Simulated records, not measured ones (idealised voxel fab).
The name of this process module is voxel quadruple lines.
cross-section cut | 205 nm wide | cells 5 nm
Just so we're on the same page, the cross-sections are grids of square cells, and they're listed out in bands top to bottom, each band one or more rows deep. It is stipulated that each band's entry specify, in nanometres, the height of the top of the band and then that of its bottom, followed by the materials of the band in left-to-right sequence, each together with its width in nanometres. A single material marked by the word "everywhere" is understood to fill the band from edge to edge; the word "blank" is understood to denote empty space. Basically, 0 is our baseline, since under it the wafer straight out of the box is all one material. The bottom band has no lower end and keeps on going down, so it looks like "0..down". Note: "30->40" means the width goes from the first number (top row of the band) to the second number (bottom row) in equal steps per row of cells. Given "changes: none" for a step, no cell of the cross-section differs between before and after that step. The list in "Enclosed cavities" covers empty spaces of 8 cells or more that cannot reach the top through any open way, and it gives each as width x height at distance; the distance is from the left edge, and width, height and distance are in nm. Where a step's line continues beyond its settings, the continuation is a remark by the simulator itself on that step. What "overlay nm" on a step's line means: if the step has a mask, that mask lay this far to the right of its planned place, or, when the value is negative, to the left.

Planned step list for the process:
step 1: RECEIVE [material Si]
step 2: CONFORMAL_DEP [material SiO2] [thk nm 5]
step 3: DIRECTIONAL_DEP [material Ru] [thk nm 15]
step 4: DIRECTIONAL_DEP [material polySi] [thk nm 15]
step 5: DIRECTIONAL_DEP [material aC] [thk nm 20]
step 6: PATTERN [tone cover] [mask id MANDREL] [material resist] [width nm 20] [pitch nm 60] [thk nm 25] [overlay nm 0]
step 7: DIRECTIONAL_ETCH [etch materials aC] [depth nm 20]
step 8: STRIP [etch materials resist]
step 9: CONFORMAL_DEP [material SiO2] [thk nm 10]
step 10: DIRECTIONAL_ETCH [etch materials SiO2] [depth nm 10]
step 11: STRIP [etch materials aC]
step 12: DIRECTIONAL_ETCH [etch materials polySi] [depth nm 15]
step 13: STRIP [etch materials SiO2]
step 14: CONFORMAL_DEP [material SiN] [thk nm 5]
step 15: DIRECTIONAL_ETCH [etch materials SiN] [depth nm 5]
step 16: STRIP [etch materials polySi]
step 17: DIRECTIONAL_ETCH [etch materials Ru] [depth nm 15]
step 18: STRIP [etch materials SiN]

Cross-sectional view of the wafer in its as-received condition, corresponding to the state after step 1:
    0..down  Si everywhere
    Enclosed cavities: none

First of two wafers: cross-section at end of module, run per plan:
    20..5  45 nm blank | 5 nm Ru | 10 nm blank | 5 nm Ru | 10 nm blank | 5 nm Ru | 10 nm blank | 5 nm Ru | 10 nm blank | 5 nm Ru | 10 nm blank | 5 nm Ru | 10 nm blank | 5 nm Ru | 10 nm blank | 5 nm Ru | 50 nm blank
    5..0  SiO2 everywhere
    0..down  Si everywhere
    Enclosed cavities: none

Cross-sectional view: second of two wafers, end of module; start and plan identical to the first, one mistake in running:
    20..5  40 nm blank | 5 nm Ru | 10 nm blank | 5 nm Ru | 20 nm blank | 5 nm Ru | 10 nm blank | 10 nm Ru | 10 nm blank | 5 nm Ru | 20 nm blank | 5 nm Ru | 10 nm blank | 5 nm Ru | 45 nm blank
    5..0  SiO2 everywhere
    0..down  Si everywhere
    Enclosed cavities: none
In executing the process, a mistake was made relative to the plan: step 6, actual vs plan mismatch, actual run PATTERN [tone cover] [mask id MANDREL] [material resist] [width nm 30] [pitch nm 60] [thk nm 25] [overlay nm 0]
At the end, each material covers as many cells on the second wafer as it does on the first, though the cells it covers are elsewhere.
